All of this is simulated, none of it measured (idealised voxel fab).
process module | voxel fin reveal
cross-section cut | 190 nm wide | cells 5 nm
A cross-section is a grid of square cells, given in bands from the top down. A band is one or more rows of cells.
Each band's line starts with the height of the band's top and of its bottom, in nm. Then come its materials from left to right, each with its width in nm. One material with "throughout" fills the band from edge to edge. "air" is empty space.
Height 0 is the level under which the wafer as received is all one material. The lowest band goes on downwards, as in "0 down".
A width such as "30 to 40" changes by the same amount from each row of cells to the next, from the band's top row to its bottom row.
"no change" after a step means that no cell of the cross-section changed.
closed voids: empty space of 8 cells or more with no open way to the top, each as width x height at its distance from the left edge, in nm
after a step's settings: what the simulator itself notes on the step
overlay nm, on a step with a mask: how far to the right of its planned place the mask lay; to the left if negative
plan
1 op RECEIVE | material Si
2 op CONFORMAL_DEP | material SiN | thk nm 5
3 op PATTERN | tone cover | mask id FINS | material resist | width nm 15 | pitch nm 45 | thk nm 20 | overlay nm 0
4 op DIRECTIONAL_ETCH | etch materials SiN | depth nm 5
5 op DIRECTIONAL_ETCH | etch materials Si | depth nm 35
6 op STRIP | etch materials resist
7 op OXIDIZE | depth nm 5
8 op FILL_DEP | material SiO2 | thk nm 5
9 op CMP | height nm 5
10 op SELECTIVE_ETCH | etch materials SiO2 | depth nm 15
11 op STRIP | etch materials SiN
12 op CONFORMAL_DEP | material SiO2 | thk nm 5
as received, after step 1
  0 down: Si throughout
  closed voids: none
a wafer at the end: this start, this plan, one mistake
  0 to -10: air 25 | Si 5 | air 40 | Si 5 | air 40 | Si 5 | air 40 | Si 5 | air 25
  -10 to -40: SiO2 25 | Si 5 | SiO2 40 | Si 5 | SiO2 40 | Si 5 | SiO2 40 | Si 5 | SiO2 25
  -40 down: Si throughout
  closed voids: none
what went wrong: step 12 was left out
